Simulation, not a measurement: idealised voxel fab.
The following process module bears the name voxel released beams.
Square cell edge 5 nm, section width 220 nm, ID cut.
In this document a cross-section is written as a grid of square cells. It is given as a series of bands, listed from the top down, and a band is one or more rows of cells. In this notation a band is specified by the heights of its top and bottom, in that order and in nm, after which its materials appear from left to right, each paired with its width in nm. The word "all across" attached to a single material means that material fills the band from edge to edge; the word "empty" stands for empty space. The reference from which all heights are counted is 0, the level beneath which the as-received wafer is entirely one material; the lowest band, having no lower bound, proceeds downward and is written after the example "0 down". You'd read "30..40" like this: the band's top row of cells is as wide as the first number, its bottom row is as wide as the second, and going down, every row changes width by the same amount as the row before did. "changes: none" (step): cross-section cells unchanged, all of them. Entry "Closed void entries". Content: empty spaces with no open connection to the top, size 8 cells or greater. Each: width x height at distance. Distance: from left edge. Unit: nm. Anything after a step's settings on that line? It's the simulator's own note about the step. "overlay nm", when on a step's line for a step with a mask, measures how far to the right of its planned place the mask lay; a negative measure means to the left.
# Process steps - plan
| 1 | RECEIVE with material Si |
| 2 | CONFORMAL_DEP with material SiN, thk nm 5 |
| 3 | DIRECTIONAL_DEP with material SiO2, thk nm 10 |
| 4 | MASKED_ETCH with tone open, mask id ANCHOR, width nm 35, etch materials SiO2, depth nm 10, overlay nm 0 |
| 5 | CONFORMAL_DEP with material W, thk nm 10 |
| 6 | MASKED_ETCH with tone cover, mask id BEAM, width nm 120, etch materials W, depth nm 10, overlay nm 0 |
| 7 | STRIP with etch materials SiO2 |
# As received (post step 1): cross-section
	0 down = Si all across
	Closed void entries: none
# First of two wafers, end-of-module section, run followed plan
	25 to 15 = 45 empty, then 15 W, then 15 empty, then 90 W, then 55 empty
	15 to 5 = 50 empty, then 35 W, then 135 empty
	5 to 0 = SiN all across
	0 down = Si all across
	Closed void entries: none
# Wafer two, end of module, cross-section. Same start, same plan as wafer one. One mistake in the run
	20 to 10 = 45..50 empty, then 10..5 W, then 25 empty, then 85..5 W, then 55..135 empty
	10 to 5 = 50 empty, then 35 W, then 135 empty
	5 to 0 = SiN all across
	0 down = Si all across
	Closed void entries: none
So what did we get wrong on this run? step 5 went in with a setting other than planned; the actual run was CONFORMAL_DEP with material W, thk nm 5
Heads up, by the end the second wafer has more or fewer cells of some materials compared to the first: -28 W
